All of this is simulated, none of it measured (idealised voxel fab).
The following is a process module called voxel gate over fins.
Square cell edge 5 nm, section width 230 nm, ID cut.
We lay out every cross-section as a grid of square cells and spell it out in bands from the top down, where one band means one or more rows of cells.
Band: top height; bottom height; in nm. Then, left to right: material with width in nm, for each material. "all across": a single material spanning edge to edge. "air": empty space.
Where do heights start? At 0: under that level the wafer as delivered is made of one material only. And the lowest band has no floor; it just carries on downward, as in "0..down".
Note: "30..40" means the width goes from the first number (top row of the band) to the second number (bottom row) in equal steps per row of cells.
"everything unchanged" after a step means that no cell of the cross-section changed.
Closed empty spaces (no open way to the top) of 8 cells or more are what "Voids, fully enclosed" lists, each as width x height at distance from the left edge, nm for all three.
Step line, after settings: the simulator's comment on this step.
When a step includes a mask, the "overlay nm" setting on its line states how far to the right of its planned place that mask lay, and negative values state how far to the left.

Planned step list for the process
1) RECEIVE [material Si]
2) CONFORMAL_DEP [material SiN] [thk nm 10]
3) MASKED_ETCH [tone cover] [mask id FINS] [width nm 15] [pitch nm 40] [etch materials SiN] [depth nm 10] [overlay nm 0]
4) MASKED_ETCH [tone cover] [mask id FINS] [width nm 15] [pitch nm 40] [etch materials Si] [depth nm 30] [overlay nm 0]
5) OXIDIZE [depth nm 5]
6) FILL_DEP [material SiO2] [thk nm 5]
7) CMP [height nm 10]
8) SELECTIVE_ETCH [etch materials SiO2] [depth nm 25]
9) STRIP [etch materials SiN]
10) CONFORMAL_DEP [material HfO2] [thk nm 5]
11) CONFORMAL_DEP [material TiN] [thk nm 5]
12) FILL_DEP [material W] [thk nm 10]
13) CMP [height nm 15]
14) CONFORMAL_DEP [material SiCN] [thk nm 10]

Cross-sectional view of the wafer in its as-received condition, corresponding to the state after step 1
  0..down  Si all across
  Voids, fully enclosed: none

The plan above was carried out on the starting structure above with one mistake, and this cross-section shows the wafer at the end of the module
  25..15  SiCN all across
  15..5  W all across
  5..0  W 85 nm, TiN 15 nm, W 25 nm, TiN 15 nm, W 90 nm
  0..-10  W 85 nm, TiN 5 nm, Si 5 nm, TiN 5 nm, W 25 nm, TiN 5 nm, Si 5 nm, TiN 5 nm, W 90 nm
  -10..-15  TiN 90 nm, Si 5 nm, TiN 35 nm, Si 5 nm, TiN 95 nm
  -15..-35  SiO2 90 nm, Si 5 nm, SiO2 35 nm, Si 5 nm, SiO2 95 nm
  -35..down  Si all across
  Voids, fully enclosed: none
What was the processing mistake? step 10 of the plan: omitted, not performed
